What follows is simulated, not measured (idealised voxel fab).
process module | voxel trench capacitor
cross-section cut | 145 nm wide | cells 5 nm
A cross-section is a grid of square cells, given in bands from the top down. A band is one or more rows of cells.
Each band's line starts with the height of the band's top and of its bottom, in nm. Then come its materials from left to right, each with its width in nm. One material with "throughout" fills the band from edge to edge. "air" is empty space.
Height 0 is the level under which the wafer as received is all one material. The lowest band goes on downwards, as in "0 down".
A width such as "30 to 40" changes by the same amount from each row of cells to the next, from the band's top row to its bottom row.
"no change" after a step means that no cell of the cross-section changed.
closed voids: empty space of 8 cells or more with no open way to the top, each as width x height at its distance from the left edge, in nm
after a step's settings: what the simulator itself notes on the step
overlay nm, on a step with a mask: how far to the right of its planned place the mask lay; to the left if negative
plan
1 op RECEIVE | material Si
2 op CONFORMAL_DEP | material SiN | thk nm 10
3 op MASKED_ETCH | tone open | mask id TRENCH | width nm 30 | pitch nm 45 | etch materials SiN | depth nm 10 | overlay nm 0
4 op MASKED_ETCH | tone open | mask id TRENCH | width nm 30 | pitch nm 45 | etch materials Si | depth nm 40 | overlay nm 0
5 op CONFORMAL_DEP | material HfO2 | thk nm 5
6 op CONFORMAL_DEP | material TiN | thk nm 5
7 op FILL_DEP | material W | thk nm 10
8 op CMP | height nm 10
as received, after step 1
  0 down: Si throughout
  closed voids: none
a wafer at the end: this start, this plan, one mistake
  10 to 0: SiN 35 | HfO2 5 | TiN 5 | W 10 | TiN 5 | HfO2 5 | SiN 15 | HfO2 5 | TiN 5 | W 10 | TiN 5 | HfO2 5 | SiN 35
  0 to -70: Si 35 | HfO2 5 | TiN 5 | W 10 | TiN 5 | HfO2 5 | Si 15 | HfO2 5 | TiN 5 | W 10 | TiN 5 | HfO2 5 | Si 35
  -70 to -75: Si 35 | HfO2 5 | TiN 20 | HfO2 5 | Si 15 | HfO2 5 | TiN 20 | HfO2 5 | Si 35
  -75 to -80: Si 35 | HfO2 30 | Si 15 | HfO2 30 | Si 35
  -80 down: Si throughout
  closed voids: none
what went wrong: step 4 was run twice
